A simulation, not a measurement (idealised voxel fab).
You're looking at the process module voxel transistor to metal.
Each square cell in cross-section cut measures 5 nm, and the section as a whole is 170 nm wide.
Cross-section = grid of square cells, listed top down in bands; band = one or more rows. Heads up on the band format: heights come first, top then bottom, in nm. After that it's the materials left to right, each with its width in nm. A single material flagged "throughout" fills the whole band edge to edge, and "blank" means there's empty space there. Heights from 0 (as-received wafer is one material below). Bottom band endless downward, as "top 0, no bottom". The expression "30->40" gives the width at the extremes of the band, the first number at its top row of cells and the second at its bottom row, with the width changing by equal amounts from each row to the next in between. "remained unchanged" -> step changed no cross-section cell. "Fully sealed voids" means: voids of 8 cells or more that are shut off from the top with no open way through. Written width x height at distance, distance from the left edge, in nm. Where a step's line continues beyond its settings, the continuation is a remark by the simulator itself on that step. Regarding "overlay nm": on a step with a mask, it is the distance the mask lay to the right of its planned place; a negative value places it to the left.
BELOW IS THE LIST OF PLANNED PROCESS STEPS
1 op RECEIVE | material Si
2 op CONFORMAL_DEP | material SiO2 | thk nm 5
3 op CONFORMAL_DEP | material SiN | thk nm 10
4 op PATTERN | tone cover | mask id ACTIVE | material resist | width nm 95 | thk nm 15 | overlay nm 0
5 op DIRECTIONAL_ETCH | etch materials SiN | depth nm 10
6 op DIRECTIONAL_ETCH | etch materials SiO2 | depth nm 5
7 op DIRECTIONAL_ETCH | etch materials Si | depth nm 35
8 op STRIP | etch materials resist
9 op FILL_DEP | material SiO2 | thk nm 10
10 op CMP | height nm 15
11 op SELECTIVE_ETCH | etch materials SiO2 | depth nm 5
12 op STRIP | etch materials SiN
13 op SELECTIVE_ETCH | etch materials SiO2 | depth nm 5
14 op OXIDIZE | depth nm 5
15 op DIRECTIONAL_DEP | material polySi | thk nm 25
16 op DIRECTIONAL_DEP | material SiCN | thk nm 10
17 op PATTERN | tone cover | mask id GATE | material resist | width nm 25 | thk nm 15 | overlay nm 0
18 op DIRECTIONAL_ETCH | etch materials SiCN | depth nm 20
19 op DIRECTIONAL_ETCH | etch materials polySi | depth nm 35
20 op STRIP | etch materials resist
21 op CONFORMAL_DEP | material SiO2 | thk nm 5
22 op DIRECTIONAL_ETCH | etch materials SiO2 | depth nm 5
23 op CONFORMAL_DEP | material SiN | thk nm 10
24 op DIRECTIONAL_ETCH | etch materials SiN | depth nm 10
25 op DIRECTIONAL_ETCH | etch materials SiO2 | depth nm 5
26 op DIRECTIONAL_ETCH | etch materials Si | depth nm 10
27 op EPI | material SiGe | thk nm 10
28 op FILL_DEP | material SiO2 | thk nm 5
29 op CMP | height nm 35
30 op DIRECTIONAL_DEP | material SiO2 | thk nm 15
31 op MASKED_ETCH | tone open | mask id CONTACT | width nm 25 | pitch nm 60 | etch materials SiO2 | depth nm 45 | overlay nm 0
32 op CONFORMAL_DEP | material TiN | thk nm 5
33 op FILL_DEP | material W | thk nm 5
34 op CMP | height nm 50
35 op DIRECTIONAL_DEP | material TiN | thk nm 5
36 op DIRECTIONAL_DEP | material Ru | thk nm 25
37 op PATTERN | tone cover | mask id METAL_1 | material resist | width nm 15 | pitch nm 70 | thk nm 15 | overlay nm 0
38 op DIRECTIONAL_ETCH | etch materials Ru | depth nm 25
39 op DIRECTIONAL_ETCH | etch materials TiN | depth nm 5
40 op STRIP | etch materials resist
41 op FILL_DEP | material SiO2 | thk nm 5
42 op CMP | height nm 80
43 op CONFORMAL_DEP | material SiCN | thk nm 5
44 op DIRECTIONAL_DEP | material SiO2 | thk nm 25
45 op PATTERN | tone open | mask id METAL_2 | material resist | width nm 15 | pitch nm 70 | thk nm 20 | overlay nm 0
46 op DIRECTIONAL_ETCH | etch materials SiO2 | depth nm 5
47 op STRIP | etch materials resist
48 op DIRECTIONAL_DEP | material aC | thk nm 10
49 op PATTERN | tone open | mask id METAL_2_HOLES | material resist | width nm 15 | pitch nm 70 | thk nm 30 | overlay nm 0
50 op DIRECTIONAL_ETCH | etch materials aC | depth nm 10
51 op STRIP | etch materials resist
52 op DIRECTIONAL_ETCH | etch materials SiO2 | depth nm 10
53 op DIRECTIONAL_ETCH | etch materials SiCN | depth nm 5
54 op STRIP | etch materials aC
55 op CONFORMAL_DEP | material TiN | thk nm 5
56 op FILL_DEP | material Ru | thk nm 10
57 op CMP | height nm 110
58 op CONFORMAL_DEP | material SiN | thk nm 5
It is noted that the wafers described herein are identical at the outset and are distinguished by the depth nm of step 46; the value stated in the plan corresponds to the first wafer.
STEP 1 COMPLETE: AS-RECEIVED CROSS-SECTION OF THE FIRST OF SEVERAL WAFERS
	top 0, no bottom  Si throughout
	Fully sealed voids: none
HERE IS HOW TO READ THE ROWS: EVERY WAFER HAS A ROW, AND IT SHOWS THE WAFER AT THE END OF THE MODULE, GIVING FOR EACH MATERIAL HOW MANY CELLS WERE GAINED (+) OR LOST (-) SINCE THE WAFER WAS RECEIVED, THEN LISTING ITS CLOSED VOIDS
depth nm 5 | +34 Ru | -132 Si | +44 SiCN | +16 SiGe | +66 SiN | +643 SiO2 | +62 TiN | +24 W | +25 polySi | Fully sealed voids: none
depth nm 10 | +36 Ru | -132 Si | +44 SiCN | +16 SiGe | +66 SiN | +637 SiO2 | +66 TiN | +24 W | +25 polySi | Fully sealed voids: none
depth nm 15 | +40 Ru | -132 Si | +38 SiCN | +16 SiGe | +66 SiN | +631 SiO2 | +74 TiN | +24 W | +25 polySi | Fully sealed voids: none
depth nm 20 | +40 Ru | -132 Si | +38 SiCN | +16 SiGe | +66 SiN | +631 SiO2 | +74 TiN | +24 W | +25 polySi | Fully sealed voids: none
depth nm 25 | +40 Ru | -132 Si | +38 SiCN | +16 SiGe | +66 SiN | +631 SiO2 | +74 TiN | +24 W | +25 polySi | Fully sealed voids: none
depth nm 30 | +40 Ru | -132 Si | +38 SiCN | +16 SiGe | +66 SiN | +631 SiO2 | +74 TiN | +24 W | +25 polySi | Fully sealed voids: none
